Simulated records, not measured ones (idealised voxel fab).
The process module that follows is named voxel quadruple lines.
Pictured: cross-section cut, 175 nm wide, on a grid of 5 nm square cells.
When this document writes out a cross-section, it uses a grid of square cells and lists it as bands, beginning at the top and moving down, with a band standing for one or more rows of cells. The band entry comprises the height of the band's top followed by the height of its bottom, expressed in nm, and subsequently the band's materials from left to right, each stated together with its width in nm. Where a single material is marked with the word "everywhere", that material fills the band from edge to edge. The word "air" represents empty space. A quick word on heights: they are counted from 0, and under that level the wafer as it came to us is one material throughout. The lowest band is different from the rest in having no bottom; it simply continues downward, written as in "0 and below". The expression "30 to 40" gives the width at the extremes of the band, the first number at its top row of cells and the second at its bottom row, with the width changing by equal amounts from each row to the next in between. It should be understood that the words "no change occurred", when stated for a given step, signify that the cross-section underwent no change in any of its cells during that step. "Fully closed voids" enumerates empty spaces isolated from the top, with no open way to it, that contain at least 8 cells, giving each as width x height at distance from the left edge, all three in nm. It should be noted that, on the line of a given step, the content following the step's settings is a remark produced by the simulator itself with respect to that step. The "overlay nm" setting may appear on a step's line; for a step that uses a mask, it gives how far to the right of its planned position the mask lay, and a negative value indicates the left.
**The planned process steps are enumerated hereunder**
1: RECEIVE with material Si
2: CONFORMAL_DEP with material SiO2, thk nm 5
3: DIRECTIONAL_DEP with material W, thk nm 15
4: DIRECTIONAL_DEP with material polySi, thk nm 15
5: DIRECTIONAL_DEP with material aC, thk nm 20
6: PATTERN with tone cover, mask id MANDREL, material resist, width nm 25, thk nm 30, overlay nm 0
7: DIRECTIONAL_ETCH with etch materials aC, depth nm 20
8: STRIP with etch materials resist
9: CONFORMAL_DEP with material SiO2, thk nm 15
10: DIRECTIONAL_ETCH with etch materials SiO2, depth nm 15
11: STRIP with etch materials aC
12: DIRECTIONAL_ETCH with etch materials polySi, depth nm 15
13: STRIP with etch materials SiO2
14: CONFORMAL_DEP with material SiCN, thk nm 5
15: DIRECTIONAL_ETCH with etch materials SiCN, depth nm 5
16: STRIP with etch materials polySi
17: DIRECTIONAL_ETCH with etch materials W, depth nm 15
18: STRIP with etch materials SiCN
19: FILL_DEP with material SiO2, thk nm 5
20: CMP with height nm 10
For this document, wafers share an identical start and vary in the step 20 height nm; the plan quotes the first wafer's value.
**Step 1 complete: as-received cross-section of the first of several wafers**
* 0 and below: Si everywhere
* Fully closed voids: none
**first wafer at the end, after step 20**
* 10 down to 5: SiO2: 55  W: 5  SiO2: 15  W: 5  SiO2: 15  W: 5  SiO2: 15  W: 5  SiO2: 55
* 5 down to 0: SiO2 everywhere
* 0 and below: Si everywhere
* Fully closed voids: none
**End of module: cross-section, last of several wafers**
* 25 down to 20: SiO2 everywhere
* 20 down to 5: SiO2: 55  W: 5  SiO2: 15  W: 5  SiO2: 15  W: 5  SiO2: 15  W: 5  SiO2: 55
* 5 down to 0: SiO2 everywhere
* 0 and below: Si everywhere
* Fully closed voids: none
**Per wafer, end of module: cells gained (+) or lost (-) per material since receipt, then closed voids**
height nm 10 | +66 SiO2 | +4 W | Fully closed voids: none
height nm 15 | +97 SiO2 | +8 W | Fully closed voids: none
height nm 20 | +128 SiO2 | +12 W | Fully closed voids: none
height nm 25 | +163 SiO2 | +12 W | Fully closed voids: none
